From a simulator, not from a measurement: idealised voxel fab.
process module | voxel spacer lines
cross-section cut | 275 nm wide | cells 5 nm
A cross-section is a grid of square cells, given in bands from the top down. A band is one or more rows of cells.
Each band's line starts with the height of the band's top and of its bottom, in nm. Then come its materials from left to right, each with its width in nm. One material with "throughout" fills the band from edge to edge. "air" is empty space.
Height 0 is the level under which the wafer as received is all one material. The lowest band goes on downwards, as in "0 down".
A width such as "30 to 40" changes by the same amount from each row of cells to the next, from the band's top row to its bottom row.
"no change" after a step means that no cell of the cross-section changed.
closed voids: empty space of 8 cells or more with no open way to the top, each as width x height at its distance from the left edge, in nm
after a step's settings: what the simulator itself notes on the step
overlay nm, on a step with a mask: how far to the right of its planned place the mask lay; to the left if negative
plan
1 op RECEIVE | material Si
2 op CONFORMAL_DEP | material Al2O3 | thk nm 5
3 op DIRECTIONAL_DEP | material SiN | thk nm 10
4 op DIRECTIONAL_DEP | material aC | thk nm 20
5 op PATTERN | tone cover | mask id MANDREL | material resist | width nm 15 | pitch nm 60 | thk nm 30 | overlay nm 0
6 op DIRECTIONAL_ETCH | etch materials aC | depth nm 20
7 op STRIP | etch materials resist
8 op CONFORMAL_DEP | material SiO2 | thk nm 5
9 op DIRECTIONAL_ETCH | etch materials SiO2 | depth nm 15
10 op STRIP | etch materials aC
11 op DIRECTIONAL_ETCH | etch materials SiN | depth nm 10
12 op STRIP | etch materials SiO2
13 op FILL_DEP | material lowk | thk nm 5
14 op CMP | height nm 15
varied across the wafers: thk nm of step 8. The plan shows the first wafer's value. All wafers start alike
first wafer as received, after step 1
  0 down: Si throughout
  closed voids: none
first wafer at the end, after step 14
  15 to 5: lowk 65 | SiN 5 | lowk 15 | SiN 5 | lowk 35 | SiN 5 | lowk 15 | SiN 5 | lowk 35 | SiN 5 | lowk 15 | SiN 5 | lowk 65
  5 to 0: Al2O3 throughout
  0 down: Si throughout
  closed voids: none
last wafer at the end
  15 to 5: SiN throughout
  5 to 0: Al2O3 throughout
  0 down: Si throughout
  closed voids: none
each wafer at the end: cells of each material gained (+) or lost (-) since it was received, then its closed voids
thk nm 5 | +55 Al2O3 | +12 SiN | +98 lowk | closed voids: none
thk nm 10 | +55 Al2O3 | +24 SiN | +86 lowk | closed voids: none
thk nm 15 | +55 Al2O3 | +36 SiN | +74 lowk | closed voids: none
thk nm 20 | +55 Al2O3 | +110 SiN | closed voids: none
thk nm 25 | +55 Al2O3 | +110 SiN | closed voids: none
thk nm 30 | +55 Al2O3 | +110 SiN | closed voids: none
